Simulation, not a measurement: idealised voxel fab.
process module | voxel ribs on slabs
cross-section cut | 145 nm wide | cells 5 nm
A cross-section is a grid of square cells, given in bands from the top down. A band is one or more rows of cells.
Each band's line starts with the height of the band's top and of its bottom, in nm. Then come its materials from left to right, each with its width in nm. One material with "throughout" fills the band from edge to edge. "air" is empty space.
Height 0 is the level under which the wafer as received is all one material. The lowest band goes on downwards, as in "0 down".
A width such as "30 to 40" changes by the same amount from each row of cells to the next, from the band's top row to its bottom row.
"no change" after a step means that no cell of the cross-section changed.
closed voids: empty space of 8 cells or more with no open way to the top, each as width x height at its distance from the left edge, in nm
after a step's settings: what the simulator itself notes on the step
overlay nm, on a step with a mask: how far to the right of its planned place the mask lay; to the left if negative
plan
1 op RECEIVE | material Si
2 op DIRECTIONAL_DEP | material SiO2 | thk nm 25
3 op DIRECTIONAL_DEP | material SiN | thk nm 20
4 op DIRECTIONAL_DEP | material aC | thk nm 15
5 op PATTERN | tone cover | mask id RIB | material resist | width nm 30 | thk nm 35 | overlay nm 0
6 op DIRECTIONAL_ETCH | etch materials aC | depth nm 15
7 op STRIP | etch materials resist
8 op DIRECTIONAL_ETCH | etch materials SiN | depth nm 5
9 op STRIP | etch materials aC
10 op PATTERN | tone cover | mask id SLAB | material resist | width nm 90 | thk nm 20 | overlay nm 0
11 op DIRECTIONAL_ETCH | etch materials SiN | depth nm 15
12 op STRIP | etch materials resist
13 op FILL_DEP | material SiO2 | thk nm 15
14 op CMP | height nm 55
15 op DIRECTIONAL_DEP | material TiN | thk nm 5
16 op MASKED_ETCH | tone cover | mask id HEATER | width nm 40 | etch materials TiN | depth nm 5 | overlay nm 0
17 op CONFORMAL_DEP | material SiO2 | thk nm 10
first wafer, as planned
as received, after step 1
  0 down: Si throughout
  closed voids: none
after step 2
  25 to 0: SiO2 throughout
  below 0: unchanged
after step 3
  45 to 25: SiN throughout
  below 25: unchanged
after step 4
  60 to 45: aC throughout
  below 45: unchanged
after step 5
  95 to 60: air 55 | resist 30 | air 60
  below 60: unchanged
after step 6
  80 to 60: air 55 | resist 30 | air 60
  60 to 45: air 55 | aC 30 | air 60
  below 45: unchanged
after step 7
  60 to 45: air 55 | aC 30 | air 60
  below 45: unchanged
after step 8
  60 to 45: air 55 | aC 30 | air 60
  45 to 40: air 55 | SiN 30 | air 60
  below 40: unchanged
after step 9
  45 to 40: air 55 | SiN 30 | air 60
  below 40: unchanged
after step 10
  65 to 45: air 25 | resist 90 | air 30
  45 to 40: air 25 | resist 30 | SiN 30 | resist 30 | air 30
  below 40: unchanged
after step 11
  65 to 45: air 25 | resist 90 | air 30
  45 to 40: air 25 | resist 30 | SiN 30 | resist 30 | air 30
  40 to 25: air 25 | SiN 90 | air 30
  below 25: unchanged
after step 12
  45 to 40: air 55 | SiN 30 | air 60
  below 40: unchanged
after step 13
  60 to 45: SiO2 throughout
  45 to 40: SiO2 55 | SiN 30 | SiO2 60
  40 to 25: SiO2 25 | SiN 90 | SiO2 30
  below 25: unchanged
after step 14
  55 to 45: SiO2 throughout
  below 45: unchanged
after step 15
  60 to 55: TiN throughout
  below 55: unchanged
after step 16
  60 to 55: air 50 | TiN 40 | air 55
  below 55: unchanged
after step 17
  70 to 65: air 40 | SiO2 60 | air 45
  65 to 60: SiO2 throughout
  60 to 55: SiO2 50 | TiN 40 | SiO2 55
  below 55: unchanged
second wafer: like start, like plan, one mistake. Through step 15 it matches the first wafer
when step 16 should have ended
  60 to 55: air 45 | TiN 50 | air 50
  below 55: unchanged
when step 17 should have ended
  70 to 65: air 35 | SiO2 70 | air 40
  65 to 60: SiO2 throughout
  60 to 55: SiO2 45 | TiN 50 | SiO2 50
  below 55: unchanged
what went wrong: step 16 ran as: op MASKED_ETCH | tone cover | mask id HEATER | width nm 50 | etch materials TiN | depth nm 5 | overlay nm 0
at the end the second wafer has, in cells: 2 more of TiN
